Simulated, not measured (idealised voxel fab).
This section sets out a process module, namely voxel wiring stack.
The cross-section shown here is cut; it is 235 nm wide and divided into square cells measuring 5 nm on a side.
We lay out every cross-section as a grid of square cells and spell it out in bands from the top down, where one band means one or more rows of cells.
Heads up on the band format: heights come first, top then bottom, in nm. After that it's the materials left to right, each with its width in nm. A single material flagged "everywhere" fills the whole band edge to edge, and "air" means there's empty space there.
Heights are measured from 0, the level below which the as-received wafer is all one material; the lowest band has no bottom and continues downward, written as in "0 nm and below".
When a width is written as two numbers, as in "30 to 40", the first number is the width in the top row of cells of the band and the second is the width in its bottom row, and the width changes by the same amount from each row to the next.
What does "no alterations made" mean for a step? It means no cell of the cross-section changed in that step.
Closed empty spaces (no open way to the top) of 8 cells or more are what "Non-vented voids" lists, each as width x height at distance from the left edge, nm for all three.
On a step's line, text after the settings is the simulator commenting on that step.
Among the settings permitted on a step's line is "overlay nm"; applied to a step with a mask, it specifies the extent to which the mask lay to the right of its planned position, whereas a negative figure signifies a position to the left.
The steps planned for the process are as follows:
| 1 | RECEIVE [material Si] |
| 2 | CONFORMAL_DEP [material SiO2] [thk nm 10] |
| 3 | DIRECTIONAL_DEP [material TiN] [thk nm 5] |
| 4 | DIRECTIONAL_DEP [material W] [thk nm 15] |
| 5 | PATTERN [tone cover] [mask id METAL_1] [material resist] [width nm 25] [pitch nm 45] [thk nm 20] [overlay nm 0] |
| 6 | DIRECTIONAL_ETCH [etch materials W] [depth nm 15] |
| 7 | DIRECTIONAL_ETCH [etch materials TiN] [depth nm 5] |
| 8 | STRIP [etch materials resist] |
| 9 | CONFORMAL_DEP [material SiCN] [thk nm 5] |
| 10 | FILL_DEP [material SiO2] [thk nm 5] |
| 11 | CMP [height nm 30] |
| 12 | CONFORMAL_DEP [material SiCN] [thk nm 5] |
| 13 | DIRECTIONAL_DEP [material lowk] [thk nm 15] |
| 14 | PATTERN [tone open] [mask id PLUG_1] [material resist] [width nm 15] [thk nm 20] [overlay nm 0] |
| 15 | DIRECTIONAL_ETCH [etch materials lowk] [depth nm 15] |
| 16 | DIRECTIONAL_ETCH [etch materials SiCN] [depth nm 5] |
| 17 | STRIP [etch materials resist] |
| 18 | EPI [material Ru] [thk nm 10] |
| 19 | EPI [material Ru] [thk nm 10] |
| 20 | CONFORMAL_DEP [material SiN] [thk nm 5] |
| 21 | DIRECTIONAL_DEP [material SiO2] [thk nm 25] |
| 22 | PATTERN [tone open] [mask id METAL_2] [material resist] [width nm 25] [pitch nm 45] [thk nm 20] [overlay nm 0] |
| 23 | DIRECTIONAL_ETCH [etch materials SiO2] [depth nm 25] |
| 24 | DIRECTIONAL_ETCH [etch materials SiN] [depth nm 5] |
| 25 | STRIP [etch materials resist] |
| 26 | CONFORMAL_DEP [material TiN] [thk nm 5] |
| 27 | FILL_DEP [material Cu] [thk nm 10] |
| 28 | CMP [height nm 80] |
| 29 | CONFORMAL_DEP [material SiCN] [thk nm 5] |
| 30 | DIRECTIONAL_DEP [material lowk] [thk nm 10] |
| 31 | PATTERN [tone open] [mask id PLUG_2] [material resist] [width nm 15] [pitch nm 45] [thk nm 20] [overlay nm 0] |
| 32 | DIRECTIONAL_ETCH [etch materials lowk] [depth nm 10] |
| 33 | DIRECTIONAL_ETCH [etch materials SiCN] [depth nm 5] |
| 34 | STRIP [etch materials resist] |
| 35 | EPI [material Ru] [thk nm 10] |
| 36 | EPI [material Ru] [thk nm 5] |
| 37 | DIRECTIONAL_DEP [material TiN] [thk nm 5] |
| 38 | DIRECTIONAL_DEP [material Ru] [thk nm 15] |
| 39 | DIRECTIONAL_DEP [material aC] [thk nm 10] |
| 40 | PATTERN [tone cover] [mask id METAL_3] [material resist] [width nm 25] [pitch nm 45] [thk nm 25] [overlay nm 0] |
| 41 | DIRECTIONAL_ETCH [etch materials aC] [depth nm 10] |
| 42 | STRIP [etch materials resist] |
| 43 | DIRECTIONAL_ETCH [etch materials Ru] [depth nm 15] |
| 44 | DIRECTIONAL_ETCH [etch materials TiN] [depth nm 5] |
| 45 | STRIP [etch materials aC] |
| 46 | CONFORMAL_DEP [material SiN] [thk nm 5] |
| 47 | FILL_DEP [material lowk] [thk nm 10] |
| 48 | CMP [height nm 115] |
| 49 | CONFORMAL_DEP [material SiCN] [thk nm 5] |
| 50 | DIRECTIONAL_DEP [material SiO2] [thk nm 25] |
| 51 | DIRECTIONAL_DEP [material aC] [thk nm 10] |
| 52 | PATTERN [tone open] [mask id METAL_4_HOLES] [material resist] [width nm 15] [pitch nm 45] [thk nm 25] [overlay nm 0] |
| 53 | DIRECTIONAL_ETCH [etch materials aC] [depth nm 10] |
| 54 | STRIP [etch materials resist] |
| 55 | DIRECTIONAL_ETCH [etch materials SiO2] [depth nm 25] |
| 56 | STRIP [etch materials aC] |
| 57 | MASKED_ETCH [tone open] [mask id METAL_4] [width nm 25] [pitch nm 45] [etch materials SiO2] [depth nm 15] [overlay nm 0] |
| 58 | MASKED_ETCH [tone open] [mask id METAL_4] [width nm 25] [pitch nm 45] [etch materials SiCN] [depth nm 5] [overlay nm 0] |
| 59 | CONFORMAL_DEP [material TiN] [thk nm 5] |
| 60 | FILL_DEP [material Cu] [thk nm 5] |
| 61 | CMP [height nm 145] |
| 62 | CONFORMAL_DEP [material SiN] [thk nm 5] |
First of two wafers, with the run carried out as planned:
Delivered wafer in cross-section: state after step 1:
* 0 nm and below  Si everywhere
* Non-vented voids: none
Wafer section view after processing step 2:
* 10 nm to 0 nm  SiO2 everywhere
* Whatever lies below 0 is exactly as it was before.
Wafer section view after processing step 3:
* 15 nm to 10 nm  TiN everywhere
* Whatever lies below 10 is exactly as it was before.
Wafer section view after processing step 4:
* 30 nm to 15 nm  W everywhere
* Whatever lies below 15 is exactly as it was before.
Wafer section view after processing step 5:
* 50 nm to 30 nm  air: 80  resist: 25  air: 20  resist: 25  air: 85
* Whatever lies below 30 is exactly as it was before.
Wafer section view after processing step 6:
* 50 nm to 30 nm  air: 80  resist: 25  air: 20  resist: 25  air: 85
* 30 nm to 15 nm  air: 80  W: 25  air: 20  W: 25  air: 85
* Whatever lies below 15 is exactly as it was before.
Wafer section view after processing step 7:
* 50 nm to 30 nm  air: 80  resist: 25  air: 20  resist: 25  air: 85
* 30 nm to 15 nm  air: 80  W: 25  air: 20  W: 25  air: 85
* 15 nm to 10 nm  air: 80  TiN: 25  air: 20  TiN: 25  air: 85
* Whatever lies below 10 is exactly as it was before.
Wafer section view after processing step 8:
* 30 nm to 15 nm  air: 80  W: 25  air: 20  W: 25  air: 85
* Whatever lies below 15 is exactly as it was before.
Wafer section view after processing step 9:
* 35 nm to 30 nm  air: 75  SiCN: 35  air: 10  SiCN: 35  air: 80
* 30 nm to 15 nm  air: 75  SiCN: 5  W: 25  SiCN: 5  air: 10  SiCN: 5  W: 25  SiCN: 5  air: 80
* 15 nm to 10 nm  SiCN: 80  TiN: 25  SiCN: 20  TiN: 25  SiCN: 85
* Whatever lies below 10 is exactly as it was before.
Wafer section view after processing step 10:
* 40 nm to 35 nm  SiO2 everywhere
* 35 nm to 30 nm  SiO2: 75  SiCN: 35  SiO2: 10  SiCN: 35  SiO2: 80
* 30 nm to 15 nm  SiO2: 75  SiCN: 5  W: 25  SiCN: 5  SiO2: 10  SiCN: 5  W: 25  SiCN: 5  SiO2: 80
* Whatever lies below 15 is exactly as it was before.
Wafer section view after processing step 11:
* 30 nm to 15 nm  SiO2: 75  SiCN: 5  W: 25  SiCN: 5  SiO2: 10  SiCN: 5  W: 25  SiCN: 5  SiO2: 80
* Whatever lies below 15 is exactly as it was before.
Wafer section view after processing step 12:
* 35 nm to 30 nm  SiCN everywhere
* Whatever lies below 30 is exactly as it was before.
Wafer section view after processing step 13:
* 50 nm to 35 nm  lowk everywhere
* Whatever lies below 35 is exactly as it was before.
Wafer section view after processing step 14:
* 70 nm to 50 nm  resist: 80  air: 15  resist: 140
* Whatever lies below 50 is exactly as it was before.
Wafer section view after processing step 15:
* 70 nm to 50 nm  resist: 80  air: 15  resist: 140
* 50 nm to 35 nm  lowk: 80  air: 15  lowk: 140
* Whatever lies below 35 is exactly as it was before.
Wafer section view after processing step 16:
* 70 nm to 50 nm  resist: 80  air: 15  resist: 140
* 50 nm to 35 nm  lowk: 80  air: 15  lowk: 140
* 35 nm to 30 nm  SiCN: 80  air: 15  SiCN: 140
* Whatever lies below 30 is exactly as it was before.
Wafer section view after processing step 17:
* 50 nm to 35 nm  lowk: 80  air: 15  lowk: 140
* Whatever lies below 35 is exactly as it was before.
Wafer section view after processing step 18:
* 50 nm to 40 nm  lowk: 80  air: 15  lowk: 140
* 40 nm to 35 nm  lowk: 80  Ru: 15  lowk: 140
* 35 nm to 30 nm  SiCN: 80  Ru: 15  SiCN: 140
* Whatever lies below 30 is exactly as it was before.
Wafer section view after processing step 19:
* 50 nm to 35 nm  lowk: 80  Ru: 15  lowk: 140
* Whatever lies below 35 is exactly as it was before.
Wafer section view after processing step 20:
* 55 nm to 50 nm  SiN everywhere
* Whatever lies below 50 is exactly as it was before.
Wafer section view after processing step 21:
* 80 nm to 55 nm  SiO2 everywhere
* Whatever lies below 55 is exactly as it was before.
Wafer section view after processing step 22:
* 100 nm to 80 nm  resist: 80  air: 25  resist: 20  air: 25  resist: 85
* Whatever lies below 80 is exactly as it was before.
Wafer section view after processing step 23:
* 100 nm to 80 nm  resist: 80  air: 25  resist: 20  air: 25  resist: 85
* 80 nm to 55 nm  SiO2: 80  air: 25  SiO2: 20  air: 25  SiO2: 85
* Whatever lies below 55 is exactly as it was before.
Wafer section view after processing step 24:
* 100 nm to 80 nm  resist: 80  air: 25  resist: 20  air: 25  resist: 85
* 80 nm to 55 nm  SiO2: 80  air: 25  SiO2: 20  air: 25  SiO2: 85
* 55 nm to 50 nm  SiN: 80  air: 25  SiN: 20  air: 25  SiN: 85
* Whatever lies below 50 is exactly as it was before.
Wafer section view after processing step 25:
* 80 nm to 55 nm  SiO2: 80  air: 25  SiO2: 20  air: 25  SiO2: 85
* Whatever lies below 55 is exactly as it was before.
Wafer section view after processing step 26:
* 85 nm to 80 nm  TiN: 85  air: 15  TiN: 30  air: 15  TiN: 90
* 80 nm to 55 nm  SiO2: 80  TiN: 5  air: 15  TiN: 5  SiO2: 20  TiN: 5  air: 15  TiN: 5  SiO2: 85
* 55 nm to 50 nm  SiN: 80  TiN: 25  SiN: 20  TiN: 25  SiN: 85
* Whatever lies below 50 is exactly as it was before.
Wafer section view after processing step 27:
* 95 nm to 85 nm  Cu everywhere
* 85 nm to 80 nm  TiN: 85  Cu: 15  TiN: 30  Cu: 15  TiN: 90
* 80 nm to 55 nm  SiO2: 80  TiN: 5  Cu: 15  TiN: 5  SiO2: 20  TiN: 5  Cu: 15  TiN: 5  SiO2: 85
* Whatever lies below 55 is exactly as it was before.
Wafer section view after processing step 28:
* 80 nm to 55 nm  SiO2: 80  TiN: 5  Cu: 15  TiN: 5  SiO2: 20  TiN: 5  Cu: 15  TiN: 5  SiO2: 85
* Whatever lies below 55 is exactly as it was before.
Wafer section view after processing step 29:
* 85 nm to 80 nm  SiCN everywhere
* Whatever lies below 80 is exactly as it was before.
Wafer section view after processing step 30:
* 95 nm to 85 nm  lowk everywhere
* Whatever lies below 85 is exactly as it was before.
Wafer section view after processing step 31:
* 115 nm to 95 nm  resist: 80  air: 15  resist: 30  air: 15  resist: 95
* Whatever lies below 95 is exactly as it was before.
Wafer section view after processing step 32:
* 115 nm to 95 nm  resist: 80  air: 15  resist: 30  air: 15  resist: 95
* 95 nm to 85 nm  lowk: 80  air: 15  lowk: 30  air: 15  lowk: 95
* Whatever lies below 85 is exactly as it was before.
Wafer section view after processing step 33:
* 115 nm to 95 nm  resist: 80  air: 15  resist: 30  air: 15  resist: 95
* 95 nm to 85 nm  lowk: 80  air: 15  lowk: 30  air: 15  lowk: 95
* 85 nm to 80 nm  SiCN: 80  air: 15  SiCN: 30  air: 15  SiCN: 95
* Whatever lies below 80 is exactly as it was before.
Wafer section view after processing step 34:
* 95 nm to 85 nm  lowk: 80  air: 15  lowk: 30  air: 15  lowk: 95
* Whatever lies below 85 is exactly as it was before.
Wafer section view after processing step 35:
* 95 nm to 90 nm  lowk: 80  air: 15  lowk: 30  air: 15  lowk: 95
* 90 nm to 85 nm  lowk: 80  Ru: 15  lowk: 30  Ru: 15  lowk: 95
* 85 nm to 80 nm  SiCN: 80  Ru: 15  SiCN: 30  Ru: 15  SiCN: 95
* Whatever lies below 80 is exactly as it was before.
Wafer section view after processing step 36:
* 95 nm to 85 nm  lowk: 80  Ru: 15  lowk: 30  Ru: 15  lowk: 95
* Whatever lies below 85 is exactly as it was before.
Wafer section view after processing step 37:
* 100 nm to 95 nm  TiN everywhere
* Whatever lies below 95 is exactly as it was before.
Wafer section view after processing step 38:
* 115 nm to 100 nm  Ru everywhere
* Whatever lies below 100 is exactly as it was before.
Wafer section view after processing step 39:
* 125 nm to 115 nm  aC everywhere
* Whatever lies below 115 is exactly as it was before.
Wafer section view after processing step 40:
* 150 nm to 125 nm  air: 80  resist: 25  air: 20  resist: 25  air: 85
* Whatever lies below 125 is exactly as it was before.
Wafer section view after processing step 41:
* 140 nm to 125 nm  air: 80  resist: 25  air: 20  resist: 25  air: 85
* 125 nm to 115 nm  air: 80  aC: 25  air: 20  aC: 25  air: 85
* Whatever lies below 115 is exactly as it was before.
Wafer section view after processing step 42:
* 125 nm to 115 nm  air: 80  aC: 25  air: 20  aC: 25  air: 85
* Whatever lies below 115 is exactly as it was before.
Wafer section view after processing step 43:
* 125 nm to 115 nm  air: 80  aC: 25  air: 20  aC: 25  air: 85
* 115 nm to 100 nm  air: 80  Ru: 25  air: 20  Ru: 25  air: 85
* Whatever lies below 100 is exactly as it was before.
Wafer section view after processing step 44:
* 125 nm to 115 nm  air: 80  aC: 25  air: 20  aC: 25  air: 85
* 115 nm to 100 nm  air: 80  Ru: 25  air: 20  Ru: 25  air: 85
* 100 nm to 95 nm  air: 80  TiN: 25  air: 20  TiN: 25  air: 85
* Whatever lies below 95 is exactly as it was before.
Wafer section view after processing step 45:
* 115 nm to 100 nm  air: 80  Ru: 25  air: 20  Ru: 25  air: 85
* Whatever lies below 100 is exactly as it was before.
Wafer section view after processing step 46:
* 120 nm to 115 nm  air: 75  SiN: 35  air: 10  SiN: 35  air: 80
* 115 nm to 100 nm  air: 75  SiN: 5  Ru: 25  SiN: 5  air: 10  SiN: 5  Ru: 25  SiN: 5  air: 80
* 100 nm to 95 nm  SiN: 80  TiN: 25  SiN: 20  TiN: 25  SiN: 85
* Whatever lies below 95 is exactly as it was before.
Wafer section view after processing step 47:
* 130 nm to 120 nm  lowk everywhere
* 120 nm to 115 nm  lowk: 75  SiN: 35  lowk: 10  SiN: 35  lowk: 80
* 115 nm to 100 nm  lowk: 75  SiN: 5  Ru: 25  SiN: 5  lowk: 10  SiN: 5  Ru: 25  SiN: 5  lowk: 80
* Whatever lies below 100 is exactly as it was before.
Wafer section view after processing step 48:
* 115 nm to 100 nm  lowk: 75  SiN: 5  Ru: 25  SiN: 5  lowk: 10  SiN: 5  Ru: 25  SiN: 5  lowk: 80
* Whatever lies below 100 is exactly as it was before.
Wafer section view after processing step 49:
* 120 nm to 115 nm  SiCN everywhere
* Whatever lies below 115 is exactly as it was before.
Wafer section view after processing step 50:
* 145 nm to 120 nm  SiO2 everywhere
* Whatever lies below 120 is exactly as it was before.
Wafer section view after processing step 51:
* 155 nm to 145 nm  aC everywhere
* Whatever lies below 145 is exactly as it was before.
Wafer section view after processing step 52:
* 180 nm to 155 nm  resist: 80  air: 15  resist: 30  air: 15  resist: 95
* Whatever lies below 155 is exactly as it was before.
Wafer section view after processing step 53:
* 170 nm to 155 nm  resist: 80  air: 15  resist: 30  air: 15  resist: 95
* 155 nm to 145 nm  aC: 80  air: 15  aC: 30  air: 15  aC: 95
* Whatever lies below 145 is exactly as it was before.
Wafer section view after processing step 54:
* 155 nm to 145 nm  aC: 80  air: 15  aC: 30  air: 15  aC: 95
* Whatever lies below 145 is exactly as it was before.
Wafer section view after processing step 55:
* 155 nm to 145 nm  aC: 80  air: 15  aC: 30  air: 15  aC: 95
* 145 nm to 120 nm  SiO2: 80  air: 15  SiO2: 30  air: 15  SiO2: 95
* Whatever lies below 120 is exactly as it was before.
Wafer section view after processing step 56:
* 145 nm to 120 nm  SiO2: 80  air: 15  SiO2: 30  air: 15  SiO2: 95
* Whatever lies below 120 is exactly as it was before.
Wafer section view after processing step 57:
* 145 nm to 130 nm  SiO2: 80  air: 25  SiO2: 20  air: 25  SiO2: 85
* Whatever lies below 130 is exactly as it was before.
Wafer section view after processing step 58:
* 145 nm to 130 nm  SiO2: 80  air: 25  SiO2: 20  air: 25  SiO2: 85
* 130 nm to 120 nm  SiO2: 80  air: 15  SiO2: 30  air: 15  SiO2: 95
* 120 nm to 115 nm  SiCN: 80  air: 15  SiCN: 30  air: 15  SiCN: 95
* Whatever lies below 115 is exactly as it was before.
Wafer section view after processing step 59:
* 150 nm to 145 nm  TiN: 85  air: 15  TiN: 30  air: 15  TiN: 90
* 145 nm to 135 nm  SiO2: 80  TiN: 5  air: 15  TiN: 5  SiO2: 20  TiN: 5  air: 15  TiN: 5  SiO2: 85
* 135 nm to 130 nm  SiO2: 80  TiN: 5  air: 5  TiN: 15  SiO2: 20  TiN: 5  air: 5  TiN: 15  SiO2: 85
* 130 nm to 120 nm  SiO2: 80  TiN: 5  air: 5  TiN: 5  SiO2: 30  TiN: 5  air: 5  TiN: 5  SiO2: 95
* 120 nm to 115 nm  SiCN: 80  TiN: 15  SiCN: 30  TiN: 15  SiCN: 95
* Whatever lies below 115 is exactly as it was before.
Wafer section view after processing step 60:
* 155 nm to 150 nm  Cu everywhere
* 150 nm to 145 nm  TiN: 85  Cu: 15  TiN: 30  Cu: 15  TiN: 90
* 145 nm to 135 nm  SiO2: 80  TiN: 5  Cu: 15  TiN: 5  SiO2: 20  TiN: 5  Cu: 15  TiN: 5  SiO2: 85
* 135 nm to 130 nm  SiO2: 80  TiN: 5  Cu: 5  TiN: 15  SiO2: 20  TiN: 5  Cu: 5  TiN: 15  SiO2: 85
* 130 nm to 120 nm  SiO2: 80  TiN: 5  Cu: 5  TiN: 5  SiO2: 30  TiN: 5  Cu: 5  TiN: 5  SiO2: 95
* Whatever lies below 120 is exactly as it was before.
Wafer section view after processing step 61:
* 145 nm to 135 nm  SiO2: 80  TiN: 5  Cu: 15  TiN: 5  SiO2: 20  TiN: 5  Cu: 15  TiN: 5  SiO2: 85
* Whatever lies below 135 is exactly as it was before.
Wafer section view after processing step 62:
* 150 nm to 145 nm  SiN everywhere
* Whatever lies below 145 is exactly as it was before.
Second wafer, same starting state and plan as the first, one mistake in the run, identical through step 36:
Second wafer, sectioned view, at step 37's planned end time:
* 110 nm to 95 nm  Ru everywhere
* Whatever lies below 95 is exactly as it was before.
Second wafer, sectioned view, at step 38's planned end time:
* 115 nm to 110 nm  TiN everywhere
* Whatever lies below 110 is exactly as it was before.
Second wafer, sectioned view, at step 39's planned end time:
* 125 nm to 115 nm  aC everywhere
* Whatever lies below 115 is exactly as it was before.
Second wafer, sectioned view, at step 40's planned end time:
* 150 nm to 125 nm  air: 80  resist: 25  air: 20  resist: 25  air: 85
* Whatever lies below 125 is exactly as it was before.
Second wafer, sectioned view, at step 41's planned end time:
* 140 nm to 125 nm  air: 80  resist: 25  air: 20  resist: 25  air: 85
* 125 nm to 115 nm  air: 80  aC: 25  air: 20  aC: 25  air: 85
* Whatever lies below 115 is exactly as it was before.
Second wafer, sectioned view, at step 42's planned end time:
* 125 nm to 115 nm  air: 80  aC: 25  air: 20  aC: 25  air: 85
* Whatever lies below 115 is exactly as it was before.
Second wafer, sectioned view, at step 43's planned end time: no alterations made
Second wafer, sectioned view, at step 44's planned end time:
* 125 nm to 115 nm  air: 80  aC: 25  air: 20  aC: 25  air: 85
* 115 nm to 110 nm  air: 80  TiN: 25  air: 20  TiN: 25  air: 85
* Whatever lies below 110 is exactly as it was before.
Second wafer, sectioned view, at step 45's planned end time:
* 115 nm to 110 nm  air: 80  TiN: 25  air: 20  TiN: 25  air: 85
* Whatever lies below 110 is exactly as it was before.
Second wafer, sectioned view, at step 46's planned end time:
* 120 nm to 115 nm  air: 75  SiN: 35  air: 10  SiN: 35  air: 80
* 115 nm to 110 nm  SiN: 80  TiN: 25  SiN: 20  TiN: 25  SiN: 85
* Whatever lies below 110 is exactly as it was before.
Second wafer, sectioned view, at step 47's planned end time:
* 130 nm to 120 nm  lowk everywhere
* 120 nm to 115 nm  lowk: 75  SiN: 35  lowk: 10  SiN: 35  lowk: 80
* Whatever lies below 115 is exactly as it was before.
Second wafer, sectioned view, at step 48's planned end time:
* 115 nm to 110 nm  SiN: 80  TiN: 25  SiN: 20  TiN: 25  SiN: 85
* Whatever lies below 110 is exactly as it was before.
Second wafer, sectioned view, at step 49's planned end time:
* 120 nm to 115 nm  SiCN everywhere
* Whatever lies below 115 is exactly as it was before.
Second wafer, sectioned view, at step 50's planned end time:
* 145 nm to 120 nm  SiO2 everywhere
* Whatever lies below 120 is exactly as it was before.
Second wafer, sectioned view, at step 51's planned end time:
* 155 nm to 145 nm  aC everywhere
* Whatever lies below 145 is exactly as it was before.
Second wafer, sectioned view, at step 52's planned end time:
* 180 nm to 155 nm  resist: 80  air: 15  resist: 30  air: 15  resist: 95
* Whatever lies below 155 is exactly as it was before.
Second wafer, sectioned view, at step 53's planned end time:
* 170 nm to 155 nm  resist: 80  air: 15  resist: 30  air: 15  resist: 95
* 155 nm to 145 nm  aC: 80  air: 15  aC: 30  air: 15  aC: 95
* Whatever lies below 145 is exactly as it was before.
Second wafer, sectioned view, at step 54's planned end time:
* 155 nm to 145 nm  aC: 80  air: 15  aC: 30  air: 15  aC: 95
* Whatever lies below 145 is exactly as it was before.
Second wafer, sectioned view, at step 55's planned end time:
* 155 nm to 145 nm  aC: 80  air: 15  aC: 30  air: 15  aC: 95
* 145 nm to 120 nm  SiO2: 80  air: 15  SiO2: 30  air: 15  SiO2: 95
* Whatever lies below 120 is exactly as it was before.
Second wafer, sectioned view, at step 56's planned end time:
* 145 nm to 120 nm  SiO2: 80  air: 15  SiO2: 30  air: 15  SiO2: 95
* Whatever lies below 120 is exactly as it was before.
Second wafer, sectioned view, at step 57's planned end time:
* 145 nm to 130 nm  SiO2: 80  air: 25  SiO2: 20  air: 25  SiO2: 85
* Whatever lies below 130 is exactly as it was before.
Second wafer, sectioned view, at step 58's planned end time:
* 145 nm to 130 nm  SiO2: 80  air: 25  SiO2: 20  air: 25  SiO2: 85
* 130 nm to 120 nm  SiO2: 80  air: 15  SiO2: 30  air: 15  SiO2: 95
* 120 nm to 115 nm  SiCN: 80  air: 15  SiCN: 30  air: 15  SiCN: 95
* Whatever lies below 115 is exactly as it was before.
Second wafer, sectioned view, at step 59's planned end time:
* 150 nm to 145 nm  TiN: 85  air: 15  TiN: 30  air: 15  TiN: 90
* 145 nm to 135 nm  SiO2: 80  TiN: 5  air: 15  TiN: 5  SiO2: 20  TiN: 5  air: 15  TiN: 5  SiO2: 85
* 135 nm to 130 nm  SiO2: 80  TiN: 5  air: 5  TiN: 15  SiO2: 20  TiN: 5  air: 5  TiN: 15  SiO2: 85
* 130 nm to 120 nm  SiO2: 80  TiN: 5  air: 5  TiN: 5  SiO2: 30  TiN: 5  air: 5  TiN: 5  SiO2: 95
* 120 nm to 115 nm  SiCN: 80  TiN: 15  SiCN: 30  TiN: 15  SiCN: 95
* Whatever lies below 115 is exactly as it was before.
Second wafer, sectioned view, at step 60's planned end time:
* 155 nm to 150 nm  Cu everywhere
* 150 nm to 145 nm  TiN: 85  Cu: 15  TiN: 30  Cu: 15  TiN: 90
* 145 nm to 135 nm  SiO2: 80  TiN: 5  Cu: 15  TiN: 5  SiO2: 20  TiN: 5  Cu: 15  TiN: 5  SiO2: 85
* 135 nm to 130 nm  SiO2: 80  TiN: 5  Cu: 5  TiN: 15  SiO2: 20  TiN: 5  Cu: 5  TiN: 15  SiO2: 85
* 130 nm to 120 nm  SiO2: 80  TiN: 5  Cu: 5  TiN: 5  SiO2: 30  TiN: 5  Cu: 5  TiN: 5  SiO2: 95
* Whatever lies below 120 is exactly as it was before.
Second wafer, sectioned view, at step 61's planned end time:
* 145 nm to 135 nm  SiO2: 80  TiN: 5  Cu: 15  TiN: 5  SiO2: 20  TiN: 5  Cu: 15  TiN: 5  SiO2: 85
* Whatever lies below 135 is exactly as it was before.
Second wafer, sectioned view, at step 62's planned end time:
* 150 nm to 145 nm  SiN everywhere
* Whatever lies below 145 is exactly as it was before.
Plan not followed: deviation from plan: step 38 and step 37 executed in one another's positions
The second wafer ends with more or fewer cells of some materials than the first, per final count: 111 more of Ru, 12 fewer of SiN, 99 fewer of lowk
